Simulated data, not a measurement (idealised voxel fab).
Title: Process Module voxel transistor to metal
Section cut is 180 nm wide and gridded with 5 nm square cells.
Cross-section, as written here: a square-cell grid given band by band from the top down, where a band holds one or more rows of cells. First you get the band's top height and its bottom height, in nm, and then the materials it's made of, left to right, with each width in nm. If you see a single material with "throughout", that one covers the band edge to edge. "blank" is empty space. It should be noted that heights are counted from 0, beneath which the wafer as supplied is of one material throughout, and that the lowest band possesses no lower boundary but continues downward, as written in "0..down". You'd read "30->40" like this: the band's top row of cells is as wide as the first number, its bottom row is as wide as the second, and going down, every row changes width by the same amount as the row before did. No cell of the cross-section changed in a step that is given as "remained unchanged". Voids not open to the top, 8 cells minimum: see "Enclosed void listing". Written width x height at distance; distance is from the left edge; nm. What comes after the settings on a step's line is commentary from the simulator itself on that step. "overlay nm" denotes, for a step that has a mask, the displacement of the mask to the right of its planned place, with negative values corresponding to the left.
Listed below are the process steps as planned:
1,op RECEIVE | material Si
2,op CONFORMAL_DEP | material SiO2 | thk nm 5
3,op CONFORMAL_DEP | material SiN | thk nm 10
4,op MASKED_ETCH | tone cover | mask id ACTIVE | width nm 115 | etch materials SiN | depth nm 10 | overlay nm 0
5,op MASKED_ETCH | tone cover | mask id ACTIVE | width nm 115 | etch materials SiO2 | depth nm 5 | overlay nm 0
6,op MASKED_ETCH | tone cover | mask id ACTIVE | width nm 115 | etch materials Si | depth nm 30 | overlay nm 0
7,op OXIDIZE | depth nm 5
8,op FILL_DEP | material SiO2 | thk nm 10
9,op CMP | height nm 15
10,op SELECTIVE_ETCH | etch materials SiO2 | depth nm 5
11,op STRIP | etch materials SiN
12,op SELECTIVE_ETCH | etch materials SiO2 | depth nm 5
13,op OXIDIZE | depth nm 5
14,op DIRECTIONAL_DEP | material polySi | thk nm 30
15,op DIRECTIONAL_DEP | material SiCN | thk nm 15
16,op MASKED_ETCH | tone cover | mask id GATE | width nm 25 | etch materials SiCN | depth nm 25 | overlay nm 0
17,op MASKED_ETCH | tone cover | mask id GATE | width nm 25 | etch materials polySi | depth nm 40 | overlay nm 0
18,op CONFORMAL_DEP | material SiO2 | thk nm 5
19,op DIRECTIONAL_ETCH | etch materials SiO2 | depth nm 5
20,op CONFORMAL_DEP | material SiN | thk nm 10
21,op DIRECTIONAL_ETCH | etch materials SiN | depth nm 10
22,op DIRECTIONAL_ETCH | etch materials SiO2 | depth nm 5
23,op EPI | material SiGe | thk nm 5
24,op FILL_DEP | material SiO2 | thk nm 5
25,op CMP | height nm 45
26,op DIRECTIONAL_DEP | material SiO2 | thk nm 10
27,op PATTERN | tone open | mask id CONTACT | material resist | width nm 35 | pitch nm 70 | thk nm 15 | overlay nm 0
28,op DIRECTIONAL_ETCH | etch materials SiO2 | depth nm 55
29,op STRIP | etch materials resist
30,op CONFORMAL_DEP | material TiN | thk nm 5
31,op FILL_DEP | material Ru | thk nm 10
32,op CMP | height nm 55
33,op CONFORMAL_DEP | material SiCN | thk nm 5
34,op DIRECTIONAL_DEP | material SiO2 | thk nm 25
35,op PATTERN | tone open | mask id METAL_1 | material resist | width nm 20 | pitch nm 85 | thk nm 15 | overlay nm 0
36,op DIRECTIONAL_ETCH | etch materials SiO2 | depth nm 25
37,op DIRECTIONAL_ETCH | etch materials SiCN | depth nm 5
38,op STRIP | etch materials resist
39,op CONFORMAL_DEP | material TiN | thk nm 5
40,op FILL_DEP | material Ru | thk nm 5
41,op CMP | height nm 85
42,op CONFORMAL_DEP | material SiCN | thk nm 5
43,op DIRECTIONAL_DEP | material lowk | thk nm 30
44,op PATTERN | tone open | mask id METAL_2 | material resist | width nm 20 | pitch nm 85 | thk nm 15 | overlay nm 0
45,op DIRECTIONAL_ETCH | etch materials lowk | depth nm 15
46,op STRIP | etch materials resist
47,op DIRECTIONAL_DEP | material aC | thk nm 10
48,op PATTERN | tone open | mask id METAL_2_HOLES | material resist | width nm 15 | pitch nm 85 | thk nm 25 | overlay nm 0
49,op DIRECTIONAL_ETCH | etch materials aC | depth nm 10
50,op STRIP | etch materials resist
51,op DIRECTIONAL_ETCH | etch materials lowk | depth nm 15
52,op DIRECTIONAL_ETCH | etch materials SiCN | depth nm 5
53,op STRIP | etch materials aC
54,op CONFORMAL_DEP | material TiN | thk nm 5
55,op FILL_DEP | material Ru | thk nm 5
56,op CMP | height nm 120
57,op CONFORMAL_DEP | material SiCN | thk nm 5
The first of a set of two wafers, run to plan:
Incoming wafer, cross-sectional view, post step 1:
  0..down  Si throughout
  Enclosed void listing: none
The wafer, seen in cross-section, after step 2:
  5..0  SiO2 throughout
  Rest of section, below 0: as before.
The wafer, seen in cross-section, after step 3:
  15..5  SiN throughout
  Rest of section, below 5: as before.
The wafer, seen in cross-section, after step 4:
  15..5  blank 30  SiN 115  blank 35
  Rest of section, below 5: as before.
The wafer, seen in cross-section, after step 5:
  15..5  blank 30  SiN 115  blank 35
  5..0  blank 30  SiO2 115  blank 35
  Rest of section, below 0: as before.
The wafer, seen in cross-section, after step 6:
  15..5  blank 30  SiN 115  blank 35
  5..0  blank 30  SiO2 115  blank 35
  0..-30  blank 30  Si 115  blank 35
  Rest of section, below -30: as before.
The wafer, seen in cross-section, after step 7:
  15..5  blank 30  SiN 115  blank 35
  5..0  blank 30  SiO2 115  blank 35
  0..-30  blank 30  SiO2 5  Si 105  SiO2 5  blank 35
  -30..-35  SiO2 35  Si 105  SiO2 40
  Rest of section, below -35: as before.
The wafer, seen in cross-section, after step 8:
  25..15  SiO2 throughout
  15..5  SiO2 30  SiN 115  SiO2 35
  5..0  SiO2 throughout
  0..-35  SiO2 35  Si 105  SiO2 40
  Rest of section, below -35: as before.
The wafer, seen in cross-section, after step 9:
  15..5  SiO2 30  SiN 115  SiO2 35
  Rest of section, below 5: as before.
The wafer, seen in cross-section, after step 10:
  15..10  blank 30  SiN 115  blank 35
  Rest of section, below 10: as before.
The wafer, seen in cross-section, after step 11:
  10..5  SiO2 30  blank 115  SiO2 35
  Rest of section, below 5: as before.
The wafer, seen in cross-section, after step 12:
  5..0  SiO2 25  blank 125  SiO2 30
  Rest of section, below 0: as before.
The wafer, seen in cross-section, after step 13:
  5..0  SiO2 25  blank 125  SiO2 30
  0..-5  SiO2 throughout
  Rest of section, below -5: as before.
The wafer, seen in cross-section, after step 14:
  35..30  polySi 25  blank 125  polySi 30
  30..5  polySi throughout
  5..0  SiO2 25  polySi 125  SiO2 30
  Rest of section, below 0: as before.
The wafer, seen in cross-section, after step 15:
  50..45  SiCN 25  blank 125  SiCN 30
  45..35  SiCN throughout
  35..30  polySi 25  SiCN 125  polySi 30
  Rest of section, below 30: as before.
The wafer, seen in cross-section, after step 16:
  45..35  blank 75  SiCN 25  blank 80
  35..30  polySi 25  blank 50  SiCN 25  blank 50  polySi 30
  Rest of section, below 30: as before.
The wafer, seen in cross-section, after step 17:
  45..30  blank 75  SiCN 25  blank 80
  30..5  blank 75  polySi 25  blank 80
  5..0  SiO2 25  blank 50  polySi 25  blank 50  SiO2 30
  Rest of section, below 0: as before.
The wafer, seen in cross-section, after step 18:
  50..45  blank 70  SiO2 35  blank 75
  45..30  blank 70  SiO2 5  SiCN 25  SiO2 5  blank 75
  30..10  blank 70  SiO2 5  polySi 25  SiO2 5  blank 75
  10..5  SiO2 30  blank 40  SiO2 5  polySi 25  SiO2 5  blank 40  SiO2 35
  5..0  SiO2 75  polySi 25  SiO2 80
  Rest of section, below 0: as before.
The wafer, seen in cross-section, after step 19:
  45..30  blank 70  SiO2 5  SiCN 25  SiO2 5  blank 75
  30..5  blank 70  SiO2 5  polySi 25  SiO2 5  blank 75
  5..0  SiO2 30  blank 40  SiO2 5  polySi 25  SiO2 5  blank 40  SiO2 35
  Rest of section, below 0: as before.
The wafer, seen in cross-section, after step 20:
  55..45  blank 60  SiN 55  blank 65
  45..30  blank 60  SiN 10  SiO2 5  SiCN 25  SiO2 5  SiN 10  blank 65
  30..15  blank 60  SiN 10  SiO2 5  polySi 25  SiO2 5  SiN 10  blank 65
  15..10  SiN 40  blank 20  SiN 10  SiO2 5  polySi 25  SiO2 5  SiN 10  blank 20  SiN 45
  10..5  SiN 70  SiO2 5  polySi 25  SiO2 5  SiN 75
  5..0  SiO2 30  SiN 40  SiO2 5  polySi 25  SiO2 5  SiN 40  SiO2 35
  Rest of section, below 0: as before.
The wafer, seen in cross-section, after step 21:
  45..30  blank 60  SiN 10  SiO2 5  SiCN 25  SiO2 5  SiN 10  blank 65
  30..5  blank 60  SiN 10  SiO2 5  polySi 25  SiO2 5  SiN 10  blank 65
  5..0  SiO2 30  SiN 10  blank 20  SiN 10  SiO2 5  polySi 25  SiO2 5  SiN 10  blank 20  SiN 10  SiO2 35
  Rest of section, below 0: as before.
The wafer, seen in cross-section, after step 22:
  45..40  blank 60  SiN 10  blank 5  SiCN 25  blank 5  SiN 10  blank 65
  40..30  blank 60  SiN 10  SiO2 5  SiCN 25  SiO2 5  SiN 10  blank 65
  30..5  blank 60  SiN 10  SiO2 5  polySi 25  SiO2 5  SiN 10  blank 65
  5..0  blank 30  SiN 10  blank 20  SiN 10  SiO2 5  polySi 25  SiO2 5  SiN 10  blank 20  SiN 10  blank 35
  0..-5  SiO2 40  blank 20  SiO2 55  blank 20  SiO2 45
  Rest of section, below -5: as before.
The wafer, seen in cross-section, after step 23:
  45..40  blank 60  SiN 10  blank 5  SiCN 25  blank 5  SiN 10  blank 65
  40..30  blank 60  SiN 10  SiO2 5  SiCN 25  SiO2 5  SiN 10  blank 65
  30..5  blank 60  SiN 10  SiO2 5  polySi 25  SiO2 5  SiN 10  blank 65
  5..0  blank 30  SiN 10  blank 20  SiN 10  SiO2 5  polySi 25  SiO2 5  SiN 10  blank 20  SiN 10  blank 35
  0..-5  SiO2 40  SiGe 20  SiO2 55  SiGe 20  SiO2 45
  Rest of section, below -5: as before.
The wafer, seen in cross-section, after step 24:
  50..45  SiO2 throughout
  45..30  SiO2 60  SiN 10  SiO2 5  SiCN 25  SiO2 5  SiN 10  SiO2 65
  30..5  SiO2 60  SiN 10  SiO2 5  polySi 25  SiO2 5  SiN 10  SiO2 65
  5..0  SiO2 30  SiN 10  SiO2 20  SiN 10  SiO2 5  polySi 25  SiO2 5  SiN 10  SiO2 20  SiN 10  SiO2 35
  Rest of section, below 0: as before.
The wafer, seen in cross-section, after step 25:
  45..30  SiO2 60  SiN 10  SiO2 5  SiCN 25  SiO2 5  SiN 10  SiO2 65
  Rest of section, below 30: as before.
The wafer, seen in cross-section, after step 26:
  55..45  SiO2 throughout
  Rest of section, below 45: as before.
The wafer, seen in cross-section, after step 27:
  70..55  resist 35  blank 35  resist 35  blank 35  resist 40
  Rest of section, below 55: as before.
The wafer, seen in cross-section, after step 28:
  70..55  resist 35  blank 35  resist 35  blank 35  resist 40
  55..45  SiO2 35  blank 35  SiO2 35  blank 35  SiO2 40
  45..30  SiO2 35  blank 25  SiN 10  SiO2 5  SiCN 25  SiO2 5  SiN 10  blank 25  SiO2 40
  30..5  SiO2 35  blank 25  SiN 10  SiO2 5  polySi 25  SiO2 5  SiN 10  blank 25  SiO2 40
  5..0  SiO2 30  SiN 10  blank 20  SiN 10  SiO2 5  polySi 25  SiO2 5  SiN 10  blank 20  SiN 10  SiO2 35
  Rest of section, below 0: as before.
The wafer, seen in cross-section, after step 29:
  55..45  SiO2 35  blank 35  SiO2 35  blank 35  SiO2 40
  Rest of section, below 45: as before.
The wafer, seen in cross-section, after step 30:
  60..55  TiN 40  blank 25  TiN 45  blank 25  TiN 45
  55..45  SiO2 35  TiN 5  blank 25->15  TiN 5->15  SiO2 35  TiN 5->15  blank 25->15  TiN 5  SiO2 40
  45..30  SiO2 35  TiN 5  blank 15  TiN 5  SiN 10  SiO2 5  SiCN 25  SiO2 5  SiN 10  TiN 5  blank 15  TiN 5  SiO2 40
  30..10  SiO2 35  TiN 5  blank 15  TiN 5  SiN 10  SiO2 5  polySi 25  SiO2 5  SiN 10  TiN 5  blank 15  TiN 5  SiO2 40
  10..5  SiO2 35  TiN 10  blank 10  TiN 5  SiN 10  SiO2 5  polySi 25  SiO2 5  SiN 10  TiN 5  blank 10  TiN 10  SiO2 40
  5..0  SiO2 30  SiN 10  TiN 20  SiN 10  SiO2 5  polySi 25  SiO2 5  SiN 10  TiN 20  SiN 10  SiO2 35
  Rest of section, below 0: as before.
The wafer, seen in cross-section, after step 31:
  70..60  Ru throughout
  60..55  TiN 40  Ru 25  TiN 45  Ru 25  TiN 45
  55..45  SiO2 35  TiN 5  Ru 25->15  TiN 5->15  SiO2 35  TiN 5->15  Ru 25->15  TiN 5  SiO2 40
  45..30  SiO2 35  TiN 5  Ru 15  TiN 5  SiN 10  SiO2 5  SiCN 25  SiO2 5  SiN 10  TiN 5  Ru 15  TiN 5  SiO2 40
  30..10  SiO2 35  TiN 5  Ru 15  TiN 5  SiN 10  SiO2 5  polySi 25  SiO2 5  SiN 10  TiN 5  Ru 15  TiN 5  SiO2 40
  10..5  SiO2 35  TiN 10  Ru 10  TiN 5  SiN 10  SiO2 5  polySi 25  SiO2 5  SiN 10  TiN 5  Ru 10  TiN 10  SiO2 40
  Rest of section, below 5: as before.
The wafer, seen in cross-section, after step 32:
  55..45  SiO2 35  TiN 5  Ru 25->15  TiN 5->15  SiO2 35  TiN 5->15  Ru 25->15  TiN 5  SiO2 40
  Rest of section, below 45: as before.
The wafer, seen in cross-section, after step 33:
  60..55  SiCN throughout
  Rest of section, below 55: as before.
The wafer, seen in cross-section, after step 34:
  85..60  SiO2 throughout
  Rest of section, below 60: as before.
The wafer, seen in cross-section, after step 35:
  100..85  resist 35  blank 20  resist 65  blank 20  resist 40
  Rest of section, below 85: as before.
The wafer, seen in cross-section, after step 36:
  100..85  resist 35  blank 20  resist 65  blank 20  resist 40
  85..60  SiO2 35  blank 20  SiO2 65  blank 20  SiO2 40
  Rest of section, below 60: as before.
The wafer, seen in cross-section, after step 37:
  100..85  resist 35  blank 20  resist 65  blank 20  resist 40
  85..60  SiO2 35  blank 20  SiO2 65  blank 20  SiO2 40
  60..55  SiCN 35  blank 20  SiCN 65  blank 20  SiCN 40
  Rest of section, below 55: as before.
The wafer, seen in cross-section, after step 38:
  85..60  SiO2 35  blank 20  SiO2 65  blank 20  SiO2 40
  Rest of section, below 60: as before.
The wafer, seen in cross-section, after step 39:
  90..85  TiN 40  blank 10  TiN 75  blank 10  TiN 45
  85..60  SiO2 35  TiN 5  blank 10  TiN 5  SiO2 65  TiN 5  blank 10  TiN 5  SiO2 40
  60..55  SiCN 35  TiN 20  SiCN 65  TiN 20  SiCN 40
  Rest of section, below 55: as before.
The wafer, seen in cross-section, after step 40:
  95..90  Ru throughout
  90..85  TiN 40  Ru 10  TiN 75  Ru 10  TiN 45
  85..60  SiO2 35  TiN 5  Ru 10  TiN 5  SiO2 65  TiN 5  Ru 10  TiN 5  SiO2 40
  Rest of section, below 60: as before.
The wafer, seen in cross-section, after step 41:
  85..60  SiO2 35  TiN 5  Ru 10  TiN 5  SiO2 65  TiN 5  Ru 10  TiN 5  SiO2 40
  Rest of section, below 60: as before.
The wafer, seen in cross-section, after step 42:
  90..85  SiCN throughout
  Rest of section, below 85: as before.
The wafer, seen in cross-section, after step 43:
  120..90  lowk throughout
  Rest of section, below 90: as before.
The wafer, seen in cross-section, after step 44:
  135..120  resist 35  blank 20  resist 65  blank 20  resist 40
  Rest of section, below 120: as before.
The wafer, seen in cross-section, after step 45:
  135..120  resist 35  blank 20  resist 65  blank 20  resist 40
  120..105  lowk 35  blank 20  lowk 65  blank 20  lowk 40
  Rest of section, below 105: as before.
The wafer, seen in cross-section, after step 46:
  120..105  lowk 35  blank 20  lowk 65  blank 20  lowk 40
  Rest of section, below 105: as before.
The wafer, seen in cross-section, after step 47:
  130..120  aC 35  blank 20  aC 65  blank 20  aC 40
  120..115  lowk 35  blank 20  lowk 65  blank 20  lowk 40
  115..105  lowk 35  aC 20  lowk 65  aC 20  lowk 40
  Rest of section, below 105: as before.
The wafer, seen in cross-section, after step 48:
  155..130  resist 35  blank 15  resist 70  blank 15  resist 45
  130..120  aC 35  blank 15  resist 5  aC 65  blank 15  resist 5  aC 40
  120..115  lowk 35  blank 15  resist 5  lowk 65  blank 15  resist 5  lowk 40
  Rest of section, below 115: as before.
The wafer, seen in cross-section, after step 49:
  145..130  resist 35  blank 15  resist 70  blank 15  resist 45
  130..120  aC 35  blank 15  resist 5  aC 65  blank 15  resist 5  aC 40
  120..115  lowk 35  blank 15  resist 5  lowk 65  blank 15  resist 5  lowk 40
  115..105  lowk 35  blank 15  aC 5  lowk 65  blank 15  aC 5  lowk 40
  Rest of section, below 105: as before.
The wafer, seen in cross-section, after step 50:
  130..120  aC 35  blank 20  aC 65  blank 20  aC 40
  120..115  lowk 35  blank 20  lowk 65  blank 20  lowk 40
  Rest of section, below 115: as before.
The wafer, seen in cross-section, after step 51:
  130..120  aC 35  blank 20  aC 65  blank 20  aC 40
  120..115  lowk 35  blank 20  lowk 65  blank 20  lowk 40
  115..105  lowk 35  blank 15  aC 5  lowk 65  blank 15  aC 5  lowk 40
  105..90  lowk 35  blank 15  lowk 70  blank 15  lowk 45
  Rest of section, below 90: as before.
The wafer, seen in cross-section, after step 52:
  130..120  aC 35  blank 20  aC 65  blank 20  aC 40
  120..115  lowk 35  blank 20  lowk 65  blank 20  lowk 40
  115..105  lowk 35  blank 15  aC 5  lowk 65  blank 15  aC 5  lowk 40
  105..90  lowk 35  blank 15  lowk 70  blank 15  lowk 45
  90..85  SiCN 35  blank 15  SiCN 70  blank 15  SiCN 45
  Rest of section, below 85: as before.
The wafer, seen in cross-section, after step 53:
  120..105  lowk 35  blank 20  lowk 65  blank 20  lowk 40
  Rest of section, below 105: as before.
The wafer, seen in cross-section, after step 54:
  125..120  TiN 40  blank 10  TiN 75  blank 10  TiN 45
  120..110  lowk 35  TiN 5  blank 10  TiN 5  lowk 65  TiN 5  blank 10  TiN 5  lowk 40
  110..105  lowk 35  TiN 5  blank 5  TiN 10  lowk 65  TiN 5  blank 5  TiN 10  lowk 40
  105..90  lowk 35  TiN 5  blank 5  TiN 5  lowk 70  TiN 5  blank 5  TiN 5  lowk 45
  90..85  SiCN 35  TiN 15  SiCN 70  TiN 15  SiCN 45
  Rest of section, below 85: as before.
The wafer, seen in cross-section, after step 55:
  130..125  Ru throughout
  125..120  TiN 40  Ru 10  TiN 75  Ru 10  TiN 45
  120..110  lowk 35  TiN 5  Ru 10  TiN 5  lowk 65  TiN 5  Ru 10  TiN 5  lowk 40
  110..105  lowk 35  TiN 5  Ru 5  TiN 10  lowk 65  TiN 5  Ru 5  TiN 10  lowk 40
  105..90  lowk 35  TiN 5  Ru 5  TiN 5  lowk 70  TiN 5  Ru 5  TiN 5  lowk 45
  Rest of section, below 90: as before.
The wafer, seen in cross-section, after step 56:
  120..110  lowk 35  TiN 5  Ru 10  TiN 5  lowk 65  TiN 5  Ru 10  TiN 5  lowk 40
  Rest of section, below 110: as before.
The wafer, seen in cross-section, after step 57:
  125..120  SiCN throughout
  Rest of section, below 120: as before.
Second Wafer (Identical Start and Plan, One Processing Error; Matches First Wafer Through Step 26):
Second wafer cross-section, taken as of the time the plan sets for step 27 to be done:
  70..55  blank 35  resist 35  blank 35  resist 35  blank 40
  Rest of section, below 55: as before.
Second wafer cross-section, taken as of the time the plan sets for step 28 to be done:
  70..55  blank 35  resist 35  blank 35  resist 35  blank 40
  55..45  blank 35  SiO2 35  blank 35  SiO2 35  blank 40
  45..30  blank 35  SiO2 25  SiN 10  blank 5  SiCN 25  blank 5  SiN 10  SiO2 25  blank 40
  30..5  blank 35  SiO2 25  SiN 10  blank 5  polySi 25  blank 5  SiN 10  SiO2 25  blank 40
  5..0  blank 30  SiN 10  SiO2 20  SiN 10  blank 5  polySi 25  blank 5  SiN 10  SiO2 20  SiN 10  blank 35
  Rest of section, below 0: as before.
Second wafer cross-section, taken as of the time the plan sets for step 29 to be done:
  55..45  blank 35  SiO2 35  blank 35  SiO2 35  blank 40
  Rest of section, below 45: as before.
Second wafer cross-section, taken as of the time the plan sets for step 30 to be done:
  60..55  blank 30  TiN 45  blank 25  TiN 45  blank 35
  55..50  blank 30  TiN 5  SiO2 35  TiN 5  blank 25  TiN 5  SiO2 35  TiN 5  blank 35
  50..45  blank 30  TiN 5  SiO2 35  TiN 35  SiO2 35  TiN 5  blank 35
  45..30  blank 30  TiN 5  SiO2 25  SiN 10  TiN 5  SiCN 25  TiN 5  SiN 10  SiO2 25  TiN 5  blank 35
  30..10  blank 30  TiN 5  SiO2 25  SiN 10  TiN 5  polySi 25  TiN 5  SiN 10  SiO2 25  TiN 5  blank 35
  10..5  blank 25  TiN 10  SiO2 25  SiN 10  TiN 5  polySi 25  TiN 5  SiN 10  SiO2 25  TiN 10  blank 30
  5..0  TiN 30  SiN 10  SiO2 20  SiN 10  TiN 5  polySi 25  TiN 5  SiN 10  SiO2 20  SiN 10  TiN 35
  Rest of section, below 0: as before.
Second wafer cross-section, taken as of the time the plan sets for step 31 to be done:
  70..60  Ru throughout
  60..55  Ru 30  TiN 45  Ru 25  TiN 45  Ru 35
  55..50  Ru 30  TiN 5  SiO2 35  TiN 5  Ru 25  TiN 5  SiO2 35  TiN 5  Ru 35
  50..45  Ru 30  TiN 5  SiO2 35  TiN 35  SiO2 35  TiN 5  Ru 35
  45..30  Ru 30  TiN 5  SiO2 25  SiN 10  TiN 5  SiCN 25  TiN 5  SiN 10  SiO2 25  TiN 5  Ru 35
  30..10  Ru 30  TiN 5  SiO2 25  SiN 10  TiN 5  polySi 25  TiN 5  SiN 10  SiO2 25  TiN 5  Ru 35
  10..5  Ru 25  TiN 10  SiO2 25  SiN 10  TiN 5  polySi 25  TiN 5  SiN 10  SiO2 25  TiN 10  Ru 30
  Rest of section, below 5: as before.
Second wafer cross-section, taken as of the time the plan sets for step 32 to be done:
  55..50  Ru 30  TiN 5  SiO2 35  TiN 5  Ru 25  TiN 5  SiO2 35  TiN 5  Ru 35
  Rest of section, below 50: as before.
Second wafer cross-section, taken as of the time the plan sets for step 33 to be done:
  60..55  SiCN throughout
  Rest of section, below 55: as before.
Second wafer cross-section, taken as of the time the plan sets for step 34 to be done:
  85..60  SiO2 throughout
  Rest of section, below 60: as before.
Second wafer cross-section, taken as of the time the plan sets for step 35 to be done:
  100..85  resist 35  blank 20  resist 65  blank 20  resist 40
  Rest of section, below 85: as before.
Second wafer cross-section, taken as of the time the plan sets for step 36 to be done:
  100..85  resist 35  blank 20  resist 65  blank 20  resist 40
  85..60  SiO2 35  blank 20  SiO2 65  blank 20  SiO2 40
  Rest of section, below 60: as before.
Second wafer cross-section, taken as of the time the plan sets for step 37 to be done:
  100..85  resist 35  blank 20  resist 65  blank 20  resist 40
  85..60  SiO2 35  blank 20  SiO2 65  blank 20  SiO2 40
  60..55  SiCN 35  blank 20  SiCN 65  blank 20  SiCN 40
  Rest of section, below 55: as before.
Second wafer cross-section, taken as of the time the plan sets for step 38 to be done:
  85..60  SiO2 35  blank 20  SiO2 65  blank 20  SiO2 40
  Rest of section, below 60: as before.
Second wafer cross-section, taken as of the time the plan sets for step 39 to be done:
  90..85  TiN 40  blank 10  TiN 75  blank 10  TiN 45
  85..60  SiO2 35  TiN 5  blank 10  TiN 5  SiO2 65  TiN 5  blank 10  TiN 5  SiO2 40
  60..55  SiCN 35  TiN 20  SiCN 65  TiN 20  SiCN 40
  Rest of section, below 55: as before.
Second wafer cross-section, taken as of the time the plan sets for step 40 to be done:
  95..90  Ru throughout
  90..85  TiN 40  Ru 10  TiN 75  Ru 10  TiN 45
  85..60  SiO2 35  TiN 5  Ru 10  TiN 5  SiO2 65  TiN 5  Ru 10  TiN 5  SiO2 40
  Rest of section, below 60: as before.
Second wafer cross-section, taken as of the time the plan sets for step 41 to be done:
  85..60  SiO2 35  TiN 5  Ru 10  TiN 5  SiO2 65  TiN 5  Ru 10  TiN 5  SiO2 40
  Rest of section, below 60: as before.
Second wafer cross-section, taken as of the time the plan sets for step 42 to be done:
  90..85  SiCN throughout
  Rest of section, below 85: as before.
Second wafer cross-section, taken as of the time the plan sets for step 43 to be done:
  120..90  lowk throughout
  Rest of section, below 90: as before.
Second wafer cross-section, taken as of the time the plan sets for step 44 to be done:
  135..120  resist 35  blank 20  resist 65  blank 20  resist 40
  Rest of section, below 120: as before.
Second wafer cross-section, taken as of the time the plan sets for step 45 to be done:
  135..120  resist 35  blank 20  resist 65  blank 20  resist 40
  120..105  lowk 35  blank 20  lowk 65  blank 20  lowk 40
  Rest of section, below 105: as before.
Second wafer cross-section, taken as of the time the plan sets for step 46 to be done:
  120..105  lowk 35  blank 20  lowk 65  blank 20  lowk 40
  Rest of section, below 105: as before.
Second wafer cross-section, taken as of the time the plan sets for step 47 to be done:
  130..120  aC 35  blank 20  aC 65  blank 20  aC 40
  120..115  lowk 35  blank 20  lowk 65  blank 20  lowk 40
  115..105  lowk 35  aC 20  lowk 65  aC 20  lowk 40
  Rest of section, below 105: as before.
Second wafer cross-section, taken as of the time the plan sets for step 48 to be done:
  155..130  resist 35  blank 15  resist 70  blank 15  resist 45
  130..120  aC 35  blank 15  resist 5  aC 65  blank 15  resist 5  aC 40
  120..115  lowk 35  blank 15  resist 5  lowk 65  blank 15  resist 5  lowk 40
  Rest of section, below 115: as before.
Second wafer cross-section, taken as of the time the plan sets for step 49 to be done:
  145..130  resist 35  blank 15  resist 70  blank 15  resist 45
  130..120  aC 35  blank 15  resist 5  aC 65  blank 15  resist 5  aC 40
  120..115  lowk 35  blank 15  resist 5  lowk 65  blank 15  resist 5  lowk 40
  115..105  lowk 35  blank 15  aC 5  lowk 65  blank 15  aC 5  lowk 40
  Rest of section, below 105: as before.
Second wafer cross-section, taken as of the time the plan sets for step 50 to be done:
  130..120  aC 35  blank 20  aC 65  blank 20  aC 40
  120..115  lowk 35  blank 20  lowk 65  blank 20  lowk 40
  Rest of section, below 115: as before.
Second wafer cross-section, taken as of the time the plan sets for step 51 to be done:
  130..120  aC 35  blank 20  aC 65  blank 20  aC 40
  120..115  lowk 35  blank 20  lowk 65  blank 20  lowk 40
  115..105  lowk 35  blank 15  aC 5  lowk 65  blank 15  aC 5  lowk 40
  105..90  lowk 35  blank 15  lowk 70  blank 15  lowk 45
  Rest of section, below 90: as before.
Second wafer cross-section, taken as of the time the plan sets for step 52 to be done:
  130..120  aC 35  blank 20  aC 65  blank 20  aC 40
  120..115  lowk 35  blank 20  lowk 65  blank 20  lowk 40
  115..105  lowk 35  blank 15  aC 5  lowk 65  blank 15  aC 5  lowk 40
  105..90  lowk 35  blank 15  lowk 70  blank 15  lowk 45
  90..85  SiCN 35  blank 15  SiCN 70  blank 15  SiCN 45
  Rest of section, below 85: as before.
Second wafer cross-section, taken as of the time the plan sets for step 53 to be done:
  120..105  lowk 35  blank 20  lowk 65  blank 20  lowk 40
  Rest of section, below 105: as before.
Second wafer cross-section, taken as of the time the plan sets for step 54 to be done:
  125..120  TiN 40  blank 10  TiN 75  blank 10  TiN 45
  120..110  lowk 35  TiN 5  blank 10  TiN 5  lowk 65  TiN 5  blank 10  TiN 5  lowk 40
  110..105  lowk 35  TiN 5  blank 5  TiN 10  lowk 65  TiN 5  blank 5  TiN 10  lowk 40
  105..90  lowk 35  TiN 5  blank 5  TiN 5  lowk 70  TiN 5  blank 5  TiN 5  lowk 45
  90..85  SiCN 35  TiN 15  SiCN 70  TiN 15  SiCN 45
  Rest of section, below 85: as before.
Second wafer cross-section, taken as of the time the plan sets for step 55 to be done:
  130..125  Ru throughout
  125..120  TiN 40  Ru 10  TiN 75  Ru 10  TiN 45
  120..110  lowk 35  TiN 5  Ru 10  TiN 5  lowk 65  TiN 5  Ru 10  TiN 5  lowk 40
  110..105  lowk 35  TiN 5  Ru 5  TiN 10  lowk 65  TiN 5  Ru 5  TiN 10  lowk 40
  105..90  lowk 35  TiN 5  Ru 5  TiN 5  lowk 70  TiN 5  Ru 5  TiN 5  lowk 45
  Rest of section, below 90: as before.
Second wafer cross-section, taken as of the time the plan sets for step 56 to be done:
  120..110  lowk 35  TiN 5  Ru 10  TiN 5  lowk 65  TiN 5  Ru 10  TiN 5  lowk 40
  Rest of section, below 110: as before.
Second wafer cross-section, taken as of the time the plan sets for step 57 to be done:
  125..120  SiCN throughout
  Rest of section, below 120: as before.
Where did the run depart from the plan? step 27 did not use the planned setting and instead ran as op PATTERN | tone cover | mask id CONTACT | material resist | width nm 35 | pitch nm 70 | thk nm 15 | overlay nm 0
Final comparison by cell count, materials where the second wafer has more or fewer than the first: 71 more of Ru; 79 fewer of SiO2; 8 more of TiN
